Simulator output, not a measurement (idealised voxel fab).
process module | voxel self aligned vias
cross-section cut | 220 nm wide | cells 5 nm
A cross-section is a grid of square cells, given in bands from the top down. A band is one or more rows of cells.
Each band's line starts with the height of the band's top and of its bottom, in nm. Then come its materials from left to right, each with its width in nm. One material with "throughout" fills the band from edge to edge. "air" is empty space.
Height 0 is the level under which the wafer as received is all one material. The lowest band goes on downwards, as in "0 down".
A width such as "30 to 40" changes by the same amount from each row of cells to the next, from the band's top row to its bottom row.
"no change" after a step means that no cell of the cross-section changed.
closed voids: empty space of 8 cells or more with no open way to the top, each as width x height at its distance from the left edge, in nm
after a step's settings: what the simulator itself notes on the step
overlay nm, on a step with a mask: how far to the right of its planned place the mask lay; to the left if negative
plan
1 op RECEIVE | material Si
2 op CONFORMAL_DEP | material SiO2 | thk nm 10
3 op CONFORMAL_DEP | material SiCN | thk nm 5
4 op DIRECTIONAL_DEP | material lowk | thk nm 25
5 op MASKED_ETCH | tone open | mask id LINES | width nm 20 | pitch nm 60 | etch materials lowk | depth nm 25 | overlay nm 0
6 op CONFORMAL_DEP | material TiN | thk nm 5
7 op FILL_DEP | material W | thk nm 5
8 op CMP | height nm 40
9 op SELECTIVE_ETCH | etch materials W Ru TiN | depth nm 5
10 op FILL_DEP | material SiN | thk nm 10
11 op CMP | height nm 40
12 op DIRECTIONAL_DEP | material lowk | thk nm 20
13 op MASKED_ETCH | tone open | mask id VIAS | width nm 40 | pitch nm 60 | etch materials lowk | depth nm 20 | overlay nm 0
14 op MASKED_ETCH | tone open | mask id VIAS | width nm 40 | pitch nm 60 | etch materials SiN | depth nm 5 | overlay nm 0
15 op CONFORMAL_DEP | material TiN | thk nm 5
16 op FILL_DEP | material W | thk nm 5
17 op CMP | height nm 60
18 op CONFORMAL_DEP | material SiN | thk nm 5
first wafer, as planned
as received, after step 1
  0 down: Si throughout
  closed voids: none
after step 2
  10 to 0: SiO2 throughout
  below 0: unchanged
after step 3
  15 to 10: SiCN throughout
  below 10: unchanged
after step 4
  40 to 15: lowk throughout
  below 15: unchanged
after step 5
  40 to 15: lowk 70 | air 20 | lowk 40 | air 20 | lowk 70
  below 15: unchanged
after step 6
  45 to 40: TiN 75 | air 10 | TiN 50 | air 10 | TiN 75
  40 to 20: lowk 70 | TiN 5 | air 10 | TiN 5 | lowk 40 | TiN 5 | air 10 | TiN 5 | lowk 70
  20 to 15: lowk 70 | TiN 20 | lowk 40 | TiN 20 | lowk 70
  below 15: unchanged
after step 7
  50 to 45: W throughout
  45 to 40: TiN 75 | W 10 | TiN 50 | W 10 | TiN 75
  40 to 20: lowk 70 | TiN 5 | W 10 | TiN 5 | lowk 40 | TiN 5 | W 10 | TiN 5 | lowk 70
  below 20: unchanged
after step 8
  40 to 20: lowk 70 | TiN 5 | W 10 | TiN 5 | lowk 40 | TiN 5 | W 10 | TiN 5 | lowk 70
  below 20: unchanged
after step 9
  40 to 35: lowk 70 | air 20 | lowk 40 | air 20 | lowk 70
  below 35: unchanged
after step 10
  50 to 40: SiN throughout
  40 to 35: lowk 70 | SiN 20 | lowk 40 | SiN 20 | lowk 70
  below 35: unchanged
after step 11
  40 to 35: lowk 70 | SiN 20 | lowk 40 | SiN 20 | lowk 70
  below 35: unchanged
after step 12
  60 to 40: lowk throughout
  below 40: unchanged
after step 13
  60 to 40: lowk 60 | air 40 | lowk 20 | air 40 | lowk 60
  below 40: unchanged
after step 14
  60 to 40: lowk 60 | air 40 | lowk 20 | air 40 | lowk 60
  40 to 35: lowk 70 | air 20 | lowk 40 | air 20 | lowk 70
  below 35: unchanged
after step 15
  65 to 60: TiN 65 | air 30 | TiN 30 | air 30 | TiN 65
  60 to 45: lowk 60 | TiN 5 | air 30 | TiN 5 | lowk 20 | TiN 5 | air 30 | TiN 5 | lowk 60
  45 to 40: lowk 60 | TiN 15 | air 10 | TiN 15 | lowk 20 | TiN 15 | air 10 | TiN 15 | lowk 60
  40 to 35: lowk 70 | TiN 20 | lowk 40 | TiN 20 | lowk 70
  below 35: unchanged
after step 16
  70 to 65: W throughout
  65 to 60: TiN 65 | W 30 | TiN 30 | W 30 | TiN 65
  60 to 45: lowk 60 | TiN 5 | W 30 | TiN 5 | lowk 20 | TiN 5 | W 30 | TiN 5 | lowk 60
  45 to 40: lowk 60 | TiN 15 | W 10 | TiN 15 | lowk 20 | TiN 15 | W 10 | TiN 15 | lowk 60
  below 40: unchanged
after step 17
  60 to 45: lowk 60 | TiN 5 | W 30 | TiN 5 | lowk 20 | TiN 5 | W 30 | TiN 5 | lowk 60
  below 45: unchanged
after step 18
  65 to 60: SiN throughout
  below 60: unchanged
second wafer: like start, like plan, one mistake. Through step 1 it matches the first wafer
when step 2 should have ended
  5 to 0: SiCN throughout
  below 0: unchanged
when step 3 should have ended
  15 to 5: SiO2 throughout
  below 5: unchanged
when step 4 should have ended
  40 to 15: lowk throughout
  below 15: unchanged
when step 5 should have ended
  40 to 15: lowk 70 | air 20 | lowk 40 | air 20 | lowk 70
  below 15: unchanged
when step 6 should have ended
  45 to 40: TiN 75 | air 10 | TiN 50 | air 10 | TiN 75
  40 to 20: lowk 70 | TiN 5 | air 10 | TiN 5 | lowk 40 | TiN 5 | air 10 | TiN 5 | lowk 70
  20 to 15: lowk 70 | TiN 20 | lowk 40 | TiN 20 | lowk 70
  below 15: unchanged
when step 7 should have ended
  50 to 45: W throughout
  45 to 40: TiN 75 | W 10 | TiN 50 | W 10 | TiN 75
  40 to 20: lowk 70 | TiN 5 | W 10 | TiN 5 | lowk 40 | TiN 5 | W 10 | TiN 5 | lowk 70
  below 20: unchanged
when step 8 should have ended
  40 to 20: lowk 70 | TiN 5 | W 10 | TiN 5 | lowk 40 | TiN 5 | W 10 | TiN 5 | lowk 70
  below 20: unchanged
when step 9 should have ended
  40 to 35: lowk 70 | air 20 | lowk 40 | air 20 | lowk 70
  below 35: unchanged
when step 10 should have ended
  50 to 40: SiN throughout
  40 to 35: lowk 70 | SiN 20 | lowk 40 | SiN 20 | lowk 70
  below 35: unchanged
when step 11 should have ended
  40 to 35: lowk 70 | SiN 20 | lowk 40 | SiN 20 | lowk 70
  below 35: unchanged
when step 12 should have ended
  60 to 40: lowk throughout
  below 40: unchanged
when step 13 should have ended
  60 to 40: lowk 60 | air 40 | lowk 20 | air 40 | lowk 60
  below 40: unchanged
when step 14 should have ended
  60 to 40: lowk 60 | air 40 | lowk 20 | air 40 | lowk 60
  40 to 35: lowk 70 | air 20 | lowk 40 | air 20 | lowk 70
  below 35: unchanged
when step 15 should have ended
  65 to 60: TiN 65 | air 30 | TiN 30 | air 30 | TiN 65
  60 to 45: lowk 60 | TiN 5 | air 30 | TiN 5 | lowk 20 | TiN 5 | air 30 | TiN 5 | lowk 60
  45 to 40: lowk 60 | TiN 15 | air 10 | TiN 15 | lowk 20 | TiN 15 | air 10 | TiN 15 | lowk 60
  40 to 35: lowk 70 | TiN 20 | lowk 40 | TiN 20 | lowk 70
  below 35: unchanged
when step 16 should have ended
  70 to 65: W throughout
  65 to 60: TiN 65 | W 30 | TiN 30 | W 30 | TiN 65
  60 to 45: lowk 60 | TiN 5 | W 30 | TiN 5 | lowk 20 | TiN 5 | W 30 | TiN 5 | lowk 60
  45 to 40: lowk 60 | TiN 15 | W 10 | TiN 15 | lowk 20 | TiN 15 | W 10 | TiN 15 | lowk 60
  below 40: unchanged
when step 17 should have ended
  60 to 45: lowk 60 | TiN 5 | W 30 | TiN 5 | lowk 20 | TiN 5 | W 30 | TiN 5 | lowk 60
  below 45: unchanged
when step 18 should have ended
  65 to 60: SiN throughout
  below 60: unchanged
what went wrong: steps 2 and 3 were swapped
at the end the second wafer has, in cells: as many of each material as the first, in other places
